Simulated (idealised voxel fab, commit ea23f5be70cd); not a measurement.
process module | voxel plated lines
cross-section cut | 165 nm wide | cells 5 nm
A cross-section is a grid of square cells, given in bands from the top down. A band is one or more rows of cells.
Each band's line starts with the height of the band's top and of its bottom, in nm. Then come its materials from left to right, each with its width in nm. One material with "throughout" fills the band from edge to edge. "air" is empty space.
Height 0 is the level under which the wafer as received is all one material. The lowest band goes on downwards, as in "0 down".
A width such as "30 to 40" changes by the same amount from each row of cells to the next, from the band's top row to its bottom row.
"no change" after a step means that no cell of the cross-section changed.
closed voids: empty space of 8 cells or more with no open way to the top, each as width x height at its distance from the left edge, in nm
after a step's settings: what the simulator itself notes on the step
overlay nm, on a step with a mask: how far to the right of its planned place the mask lay; to the left if negative
plan
1 op RECEIVE | material Si
2 op CONFORMAL_DEP | material Al2O3 | thk nm 10
3 op DIRECTIONAL_DEP | material TiN | thk nm 5
4 op PATTERN | tone open | mask id LINES | material resist | width nm 15 | pitch nm 40 | thk nm 35 | overlay nm 0
5 op EPI | material Ru | thk nm 5
6 op EPI | material Ru | thk nm 10
7 op EPI | material Ru | thk nm 10
8 op STRIP | etch materials resist
9 op DIRECTIONAL_ETCH | etch materials TiN | depth nm 5
10 op CONFORMAL_DEP | material SiO2 | thk nm 10
first wafer, as planned
as received, after step 1
  0 down: Si throughout
  closed voids: none
after step 2
  10 to 0: Al2O3 throughout
  below 0: unchanged
after step 3
  15 to 10: TiN throughout
  below 10: unchanged
after step 4
  50 to 15: resist 35 | air 15 | resist 25 | air 15 | resist 25 | air 15 | resist 35
  below 15: unchanged
after step 5
  50 to 20: resist 35 | air 15 | resist 25 | air 15 | resist 25 | air 15 | resist 35
  20 to 15: resist 35 | Ru 15 | resist 25 | Ru 15 | resist 25 | Ru 15 | resist 35
  below 15: unchanged
after step 6
  50 to 30: resist 35 | air 15 | resist 25 | air 15 | resist 25 | air 15 | resist 35
  30 to 15: resist 35 | Ru 15 | resist 25 | Ru 15 | resist 25 | Ru 15 | resist 35
  below 15: unchanged
after step 7
  50 to 40: resist 35 | air 15 | resist 25 | air 15 | resist 25 | air 15 | resist 35
  40 to 15: resist 35 | Ru 15 | resist 25 | Ru 15 | resist 25 | Ru 15 | resist 35
  below 15: unchanged
after step 8
  40 to 15: air 35 | Ru 15 | air 25 | Ru 15 | air 25 | Ru 15 | air 35
  below 15: unchanged
after step 9
  40 to 15: air 35 | Ru 15 | air 25 | Ru 15 | air 25 | Ru 15 | air 35
  15 to 10: air 35 | TiN 15 | air 25 | TiN 15 | air 25 | TiN 15 | air 35
  below 10: unchanged
after step 10
  50 to 40: air 25 | SiO2 35 | air 5 | SiO2 35 | air 5 | SiO2 35 | air 25
  40 to 20: air 25 | SiO2 10 | Ru 15 | SiO2 10 | air 5 | SiO2 10 | Ru 15 | SiO2 10 | air 5 | SiO2 10 | Ru 15 | SiO2 10 | air 25
  20 to 15: SiO2 35 | Ru 15 | SiO2 25 | Ru 15 | SiO2 25 | Ru 15 | SiO2 35
  15 to 10: SiO2 35 | TiN 15 | SiO2 25 | TiN 15 | SiO2 25 | TiN 15 | SiO2 35
  below 10: unchanged
second wafer: like start, like plan, one mistake. Through step 5 it matches the first wafer
when step 7 should have ended
  50 to 15: resist 35 | Ru 15 | resist 25 | Ru 15 | resist 25 | Ru 15 | resist 35
  below 15: unchanged
when step 8 should have ended
  50 to 15: air 35 | Ru 15 | air 25 | Ru 15 | air 25 | Ru 15 | air 35
  below 15: unchanged
when step 9 should have ended
  50 to 15: air 35 | Ru 15 | air 25 | Ru 15 | air 25 | Ru 15 | air 35
  15 to 10: air 35 | TiN 15 | air 25 | TiN 15 | air 25 | TiN 15 | air 35
  below 10: unchanged
when step 10 should have ended
  60 to 50: air 25 | SiO2 35 | air 5 | SiO2 35 | air 5 | SiO2 35 | air 25
  50 to 20: air 25 | SiO2 10 | Ru 15 | SiO2 10 | air 5 | SiO2 10 | Ru 15 | SiO2 10 | air 5 | SiO2 10 | Ru 15 | SiO2 10 | air 25
  20 to 15: SiO2 35 | Ru 15 | SiO2 25 | Ru 15 | SiO2 25 | Ru 15 | SiO2 35
  15 to 10: SiO2 35 | TiN 15 | SiO2 25 | TiN 15 | SiO2 25 | TiN 15 | SiO2 35
  below 10: unchanged
what went wrong: one of the steps 6 and 7, which are alike, was run twice
at the end the second wafer has, in cells: 18 more of Ru | 24 more of SiO2
